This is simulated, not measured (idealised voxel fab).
Presented below is a process module, voxel wiring stack.
Section shown: cut. Width: 160 nm. Cell size: 5 nm, square.
The cross-sections in this document take the form of a grid made of square cells. They are written out as bands, in order from top to bottom. Each band consists of one or more rows of cells.
In this notation a band is specified by the heights of its top and bottom, in that order and in nm, after which its materials appear from left to right, each paired with its width in nm. The word "edge to edge" attached to a single material means that material fills the band from edge to edge; the word "blank" stands for empty space.
Heads up on the height convention: 0 is the point under which the incoming wafer is all one material, and the lowest band has no bottom, it just keeps going down, like "0 -> down".
When a width is written as two numbers, as in "30 to 40", the first number is the width in the top row of cells of the band and the second is the width in its bottom row, and the width changes by the same amount from each row to the next.
Where a step carries "nothing altered", the cross-section came out of it unchanged, cell for cell.
What "Trapped cavities" gives you is every empty space of 8 cells or more that is cut off from the top. Each appears as width x height at distance, with the distance taken from the left edge and width, height and distance all in nm.
Post-settings text on a step line: simulator's own remark regarding the step.
"overlay nm" on a masked step: distance the mask lay right of its planned place, negative for left.

Here's what the planned process steps look like:
1. RECEIVE [material Si]
2. CONFORMAL_DEP [material SiO2] [thk nm 10]
3. CONFORMAL_DEP [material SiN] [thk nm 5]
4. DIRECTIONAL_DEP [material SiO2] [thk nm 20]
5. DIRECTIONAL_DEP [material aC] [thk nm 15]
6. PATTERN [tone open] [mask id METAL_1] [material resist] [width nm 25] [pitch nm 45] [thk nm 30] [overlay nm 0]
7. DIRECTIONAL_ETCH [etch materials aC] [depth nm 15]
8. STRIP [etch materials resist]
9. DIRECTIONAL_ETCH [etch materials SiO2] [depth nm 20]
10. DIRECTIONAL_ETCH [etch materials SiN] [depth nm 5]
11. STRIP [etch materials aC]
12. CONFORMAL_DEP [material TiN] [thk nm 5]
13. FILL_DEP [material Ru] [thk nm 5]
14. CMP [height nm 35]
15. CONFORMAL_DEP [material SiCN] [thk nm 5]
16. DIRECTIONAL_DEP [material lowk] [thk nm 20]
17. DIRECTIONAL_DEP [material aC] [thk nm 10]
18. PATTERN [tone open] [mask id PLUG_1] [material resist] [width nm 15] [thk nm 30] [overlay nm 0]
19. DIRECTIONAL_ETCH [etch materials aC] [depth nm 10]
20. STRIP [etch materials resist]
21. DIRECTIONAL_ETCH [etch materials lowk] [depth nm 20]
22. DIRECTIONAL_ETCH [etch materials SiCN] [depth nm 5]
23. STRIP [etch materials aC]
24. EPI [material Ru] [thk nm 10]
25. EPI [material Ru] [thk nm 10]
26. EPI [material Ru] [thk nm 5]
27. DIRECTIONAL_DEP [material TiN] [thk nm 5]
28. DIRECTIONAL_DEP [material Ru] [thk nm 20]
29. MASKED_ETCH [tone cover] [mask id METAL_2] [width nm 25] [pitch nm 45] [etch materials Ru] [depth nm 20] [overlay nm 0]
30. MASKED_ETCH [tone cover] [mask id METAL_2] [width nm 25] [pitch nm 45] [etch materials TiN] [depth nm 5] [overlay nm 0]
31. FILL_DEP [material SiO2] [thk nm 10]
32. CMP [height nm 85]
33. CONFORMAL_DEP [material SiCN] [thk nm 5]
34. DIRECTIONAL_DEP [material lowk] [thk nm 35]
35. DIRECTIONAL_DEP [material aC] [thk nm 15]
36. PATTERN [tone open] [mask id METAL_3_HOLES] [material resist] [width nm 15] [thk nm 35] [overlay nm 0]
37. DIRECTIONAL_ETCH [etch materials aC] [depth nm 15]
38. STRIP [etch materials resist]
39. DIRECTIONAL_ETCH [etch materials lowk] [depth nm 35]
40. STRIP [etch materials aC]
41. PATTERN [tone open] [mask id METAL_3] [material resist] [width nm 25] [pitch nm 45] [thk nm 20] [overlay nm 0]
42. DIRECTIONAL_ETCH [etch materials lowk] [depth nm 20]
43. DIRECTIONAL_ETCH [etch materials SiCN] [depth nm 5]
44. STRIP [etch materials resist]
45. CONFORMAL_DEP [material TiN] [thk nm 5]
46. FILL_DEP [material Cu] [thk nm 10]
47. CMP [height nm 125]
48. CONFORMAL_DEP [material SiCN] [thk nm 5]

Wafer at receipt (post step 1), cross-section:
* 0 -> down: Si edge to edge
* Trapped cavities: none

The module was run from the start shown above using the plan shown above, but one mistake was made doing it; the resulting wafer cross-section is below:
* 130 -> 125: SiCN edge to edge
* 125 -> 110: 45 nm lowk / 5 nm TiN / 15 nm Cu / 5 nm TiN / 20 nm lowk / 5 nm TiN / 15 nm Cu / 5 nm TiN / 45 nm lowk
* 110 -> 105: 45 nm lowk / 5 nm TiN / 5 nm Cu / 15 nm TiN / 20 nm lowk / 25 nm TiN / 45 nm lowk
* 105 -> 90: 45 nm lowk / 5 nm TiN / 5 nm Cu / 5 nm TiN / 100 nm lowk
* 90 -> 85: 45 nm SiCN / 15 nm TiN / 100 nm SiCN
* 85 -> 65: 45 nm SiO2 / 25 nm Ru / 20 nm SiO2 / 25 nm Ru / 45 nm SiO2
* 65 -> 60: 45 nm SiO2 / 25 nm TiN / 20 nm SiO2 / 25 nm TiN / 45 nm SiO2
* 60 -> 40: 45 nm lowk / 15 nm Ru / 100 nm lowk
* 40 -> 35: 45 nm SiCN / 15 nm Ru / 100 nm SiCN
* 35 -> 20: 45 nm SiO2 / 5 nm TiN / 15 nm Ru / 5 nm TiN / 20 nm SiO2 / 5 nm TiN / 15 nm Ru / 5 nm TiN / 45 nm SiO2
* 20 -> 15: 45 nm SiO2 / 25 nm TiN / 20 nm SiO2 / 25 nm TiN / 45 nm SiO2
* 15 -> 5: SiO2 edge to edge
* 5 -> 0: SiN edge to edge
* 0 -> down: Si edge to edge
* Trapped cavities: none
Heads up, the wafer didn't run the way we planned it: steps 2 and 3 got flipped, so each one ran where the other should have
